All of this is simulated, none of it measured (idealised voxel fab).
voxel fin reveal: a process module
Section cut is 295 nm wide and gridded with 5 nm square cells.
Square cells in a grid make up a cross-section in this document, and the grid is given as bands, listed from the top down, each one or more rows of cells.
Look at the band entry: it leads with the top's height and the bottom's height in nm. Then it lists the materials left to right, with a width in nm for each. The word "edge to edge" on a single material says that material fills the band edge to edge. The word "blank" is empty space.
The reference from which all heights are counted is 0, the level beneath which the as-received wafer is entirely one material; the lowest band, having no lower bound, proceeds downward and is written after the example "top 0, no bottom".
Per-row width for "30 to 40": begins at first number (top row of band), ends at second number (bottom row), increment between rows held constant.
Any step labelled "remained the same" changed none of the cells in the cross-section.
"Closed voids list" means: voids of 8 cells or more that are shut off from the top with no open way through. Written width x height at distance, distance from the left edge, in nm.
That trailing text on a step's line, after the settings, is the simulator's own remark on the step.
You can add "overlay nm" to a step's line. For a step with a mask, it describes how far the mask lay to the right of its planned position, and a negative number describes a lay to the left.
# Process steps foreseen in the plan
- 1: RECEIVE: material Si
- 2: CONFORMAL_DEP: material SiN, thk nm 5
- 3: PATTERN: tone cover, mask id FINS, material resist, width nm 15, pitch nm 35, thk nm 15, overlay nm 0
- 4: DIRECTIONAL_ETCH: etch materials SiN, depth nm 5
- 5: DIRECTIONAL_ETCH: etch materials Si, depth nm 40
- 6: STRIP: etch materials resist
- 7: OXIDIZE: depth nm 5
- 8: FILL_DEP: material SiO2, thk nm 5
- 9: CMP: height nm 5
- 10: SELECTIVE_ETCH: etch materials SiO2, depth nm 20
- 11: STRIP: etch materials SiN
- 12: CONFORMAL_DEP: material SiO2, thk nm 5
# On the first of the two wafers: run conducted according to plan
# Delivered wafer in cross-section: state after step 1
top 0, no bottom: Si edge to edge
Closed voids list: none
# Sectional view: wafer, after step 2
top 5, bottom 0: SiN edge to edge
Heights below 0 show no change.
# Sectional view: wafer, after step 3
top 20, bottom 5: blank 120, then resist 15, then blank 20, then resist 15, then blank 125
Heights below 5 show no change.
# Sectional view: wafer, after step 4
top 20, bottom 5: blank 120, then resist 15, then blank 20, then resist 15, then blank 125
top 5, bottom 0: blank 120, then SiN 15, then blank 20, then SiN 15, then blank 125
Heights below 0 show no change.
# Sectional view: wafer, after step 5
top 20, bottom 5: blank 120, then resist 15, then blank 20, then resist 15, then blank 125
top 5, bottom 0: blank 120, then SiN 15, then blank 20, then SiN 15, then blank 125
top 0, bottom -40: blank 120, then Si 15, then blank 20, then Si 15, then blank 125
Heights below -40 show no change.
# Sectional view: wafer, after step 6
top 5, bottom 0: blank 120, then SiN 15, then blank 20, then SiN 15, then blank 125
Heights below 0 show no change.
# Sectional view: wafer, after step 7
top 5, bottom 0: blank 120, then SiN 15, then blank 20, then SiN 15, then blank 125
top 0, bottom -40: blank 120, then SiO2 5, then Si 5, then SiO2 5, then blank 20, then SiO2 5, then Si 5, then SiO2 5, then blank 125
top -40, bottom -45: SiO2 125, then Si 5, then SiO2 30, then Si 5, then SiO2 130
Heights below -45 show no change.
# Sectional view: wafer, after step 8
top 10, bottom 5: SiO2 edge to edge
top 5, bottom 0: SiO2 120, then SiN 15, then SiO2 20, then SiN 15, then SiO2 125
top 0, bottom -45: SiO2 125, then Si 5, then SiO2 30, then Si 5, then SiO2 130
Heights below -45 show no change.
# Sectional view: wafer, after step 9
top 5, bottom 0: SiO2 120, then SiN 15, then SiO2 20, then SiN 15, then SiO2 125
Heights below 0 show no change.
# Sectional view: wafer, after step 10
top 5, bottom 0: blank 120, then SiN 15, then blank 20, then SiN 15, then blank 125
top 0, bottom -15: blank 125, then Si 5, then blank 30, then Si 5, then blank 130
Heights below -15 show no change.
# Sectional view: wafer, after step 11
top 0, bottom -15: blank 125, then Si 5, then blank 30, then Si 5, then blank 130
Heights below -15 show no change.
# Sectional view: wafer, after step 12
top 5, bottom 0: blank 120, then SiO2 15, then blank 20, then SiO2 15, then blank 125
top 0, bottom -10: blank 120, then SiO2 5, then Si 5, then SiO2 5, then blank 20, then SiO2 5, then Si 5, then SiO2 5, then blank 125
top -10, bottom -45: SiO2 125, then Si 5, then SiO2 30, then Si 5, then SiO2 130
Heights below -45 show no change.
# Second wafer, same starting state and plan as the first, one mistake in the run, identical through step 9
# Look at the second wafer in cross-section at the time step 10 ought to have finished
top 5, bottom 0: blank 120, then SiN 15, then blank 20, then SiN 15, then blank 125
top 0, bottom -25: blank 125, then Si 5, then blank 30, then Si 5, then blank 130
Heights below -25 show no change.
# Look at the second wafer in cross-section at the time step 11 ought to have finished
top 0, bottom -25: blank 125, then Si 5, then blank 30, then Si 5, then blank 130
Heights below -25 show no change.
# Look at the second wafer in cross-section at the time step 12 ought to have finished
top 5, bottom 0: blank 120, then SiO2 15, then blank 20, then SiO2 15, then blank 125
top 0, bottom -20: blank 120, then SiO2 5, then Si 5, then SiO2 5, then blank 20, then SiO2 5, then Si 5, then SiO2 5, then blank 125
top -20, bottom -45: SiO2 125, then Si 5, then SiO2 30, then Si 5, then SiO2 130
Heights below -45 show no change.
Deviation from plan: it should be noted that step 10 was executed with settings other than those planned, the operation and settings actually applied being SELECTIVE_ETCH: etch materials SiO2, depth nm 30
At the finish, the second wafer shows more or fewer cells for some materials than the first does: SiO2 -106
